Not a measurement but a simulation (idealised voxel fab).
The process module that follows is named voxel wiring stack.
For reference, the cross-section in this document is cut, with width 225 nm and square cells of 5 nm.
For the purposes of this document, a cross-section shall be understood as a grid of square cells, specified as bands listed in top-to-bottom order, each band consisting of one or more rows of cells.
Per band: top height and bottom height in nm, followed by the left-to-right materials and their widths in nm; "all across" marks a single material spanning edge to edge, "air" marks empty space.
Where do heights start? At 0: under that level the wafer as delivered is made of one material only. And the lowest band has no floor; it just carries on downward, as in "0 -> down".
Width "30..40": first value at the band's top row of cells, second value at its bottom row, equal change from row to row.
Reading "nothing got changed" for a step: not a cell of the cross-section changed in it.
"Closed void catalog" contains a list of empty spaces, each no smaller than 8 cells and without an open way to the top, written in the form width x height at distance with the distance from the left edge and all three in nm.
The remark found on a step's line after its settings is issued by the simulator itself and pertains to that step.
overlay nm: mask offset rightward from planned place, masked step; negative means leftward offset.
Steps in the process plan
step 1: RECEIVE | material Si
step 2: CONFORMAL_DEP | material SiO2 | thk nm 10
step 3: DIRECTIONAL_DEP | material TiN | thk nm 5
step 4: DIRECTIONAL_DEP | material Ru | thk nm 15
step 5: PATTERN | tone cover | mask id METAL_1 | material resist | width nm 25 | pitch nm 45 | thk nm 20 | overlay nm 0
step 6: DIRECTIONAL_ETCH | etch materials Ru | depth nm 15
step 7: DIRECTIONAL_ETCH | etch materials TiN | depth nm 5
step 8: STRIP | etch materials resist
step 9: FILL_DEP | material lowk | thk nm 5
step 10: CMP | height nm 30
step 11: CONFORMAL_DEP | material SiCN | thk nm 5
step 12: DIRECTIONAL_DEP | material lowk | thk nm 30
step 13: MASKED_ETCH | tone open | mask id METAL_2_HOLES | width nm 15 | pitch nm 45 | etch materials lowk | depth nm 30 | overlay nm 0
step 14: MASKED_ETCH | tone open | mask id METAL_2 | width nm 25 | pitch nm 45 | etch materials lowk | depth nm 20 | overlay nm 0
step 15: MASKED_ETCH | tone open | mask id METAL_2 | width nm 25 | pitch nm 45 | etch materials SiCN | depth nm 5 | overlay nm 0
step 16: CONFORMAL_DEP | material TiN | thk nm 5
step 17: FILL_DEP | material Cu | thk nm 5
step 18: CMP | height nm 65
step 19: CONFORMAL_DEP | material SiN | thk nm 5
Cross-section: wafer on arrival = after step 1
  0 -> down  Si all across
  Closed void catalog: none
Cross-section at module end, one run error; start and plan unchanged from above
  70 -> 65  TiN all across
  65 -> 50  lowk 55 nm | TiN 5 nm | Cu 15 nm | TiN 5 nm | lowk 20 nm | TiN 5 nm | Cu 15 nm | TiN 5 nm | lowk 20 nm | TiN 5 nm | Cu 15 nm | TiN 5 nm | lowk 55 nm
  50 -> 45  lowk 55 nm | TiN 5 nm | Cu 5 nm | TiN 15 nm | lowk 20 nm | TiN 5 nm | Cu 5 nm | TiN 15 nm | lowk 20 nm | TiN 5 nm | Cu 5 nm | TiN 15 nm | lowk 55 nm
  45 -> 35  lowk 55 nm | TiN 5 nm | Cu 5 nm | TiN 5 nm | lowk 30 nm | TiN 5 nm | Cu 5 nm | TiN 5 nm | lowk 30 nm | TiN 5 nm | Cu 5 nm | TiN 5 nm | lowk 65 nm
  35 -> 30  SiCN 55 nm | TiN 15 nm | SiCN 30 nm | TiN 15 nm | SiCN 30 nm | TiN 15 nm | SiCN 65 nm
  30 -> 15  lowk 55 nm | Ru 25 nm | lowk 20 nm | Ru 25 nm | lowk 20 nm | Ru 25 nm | lowk 55 nm
  15 -> 10  lowk 55 nm | TiN 25 nm | lowk 20 nm | TiN 25 nm | lowk 20 nm | TiN 25 nm | lowk 55 nm
  10 -> 0  SiO2 all across
  0 -> down  Si all across
  Closed void catalog: none
Plan not followed: so step 19 ended up running with a different setting than we planned, it ran as CONFORMAL_DEP | material TiN | thk nm 5
